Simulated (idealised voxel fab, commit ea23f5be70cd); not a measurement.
voxel lift off: a process module
Pictured: cross-section cut, 215 nm wide, on a grid of 5 nm square cells.
When this document writes out a cross-section, it uses a grid of square cells and lists it as bands, beginning at the top and moving down, with a band standing for one or more rows of cells.
Heights first: top, then bottom, in nm. Then materials, left to right, each with a width in nm. "edge to edge" on a single material: fills the band edge to edge. "empty": empty space.
Height is counted from the level 0, under which the received wafer is composed throughout of one material. The lowest of the bands is not closed at the bottom but continues downward, in the notation "0 -> down".
Width spec "30->40" -> top row of cells at first value, bottom row at second value, equal per-row change in between.
Any step labelled "no alterations made" changed none of the cells in the cross-section.
"Closed void register" contains a list of empty spaces, each no smaller than 8 cells and without an open way to the top, written in the form width x height at distance with the distance from the left edge and all three in nm.
Read whatever lies past the settings on a step's line as the simulator's own remark about the step.
Regarding "overlay nm": on a step with a mask, it is the distance the mask lay to the right of its planned place; a negative value places it to the left.

The planned process steps are enumerated hereunder
1: RECEIVE: material Si
2: CONFORMAL_DEP: material Al2O3, thk nm 5
3: PATTERN: tone open, mask id LINES, material resist, width nm 25, pitch nm 40, thk nm 20, overlay nm 0
4: DIRECTIONAL_DEP: material Ru, thk nm 10
5: STRIP: etch materials resist
6: CONFORMAL_DEP: material SiCN, thk nm 5

Shown in cross-section is the wafer as received, that is, as it stands after step 1
> 0 -> down = Si edge to edge
> Closed void register: none

The following cross-section depicts the wafer upon conclusion of the module. Processing commenced from the starting condition illustrated above and adhered to the plan illustrated above, save for one mistake in execution
> 20 -> 15 = 35 empty  25 SiCN  15 empty  25 SiCN  15 empty  25 SiCN  15 empty  25 SiCN  35 empty
> 15 -> 10 = 35 empty  5 SiCN  15 Ru  5 SiCN  15 empty  5 SiCN  15 Ru  5 SiCN  15 empty  5 SiCN  15 Ru  5 SiCN  15 empty  5 SiCN  15 Ru  5 SiCN  35 empty
> 10 -> 5 = 40 SiCN  15 Ru  25 SiCN  15 Ru  25 SiCN  15 Ru  25 SiCN  15 Ru  40 SiCN
> 5 -> 0 = Al2O3 edge to edge
> 0 -> down = Si edge to edge
> Closed void register: none
In executing the process, a mistake was made relative to the plan: step 3 ran differently from the plan; actual operation with settings: PATTERN: tone open, mask id LINES, material resist, width nm 15, pitch nm 40, thk nm 20, overlay nm 0
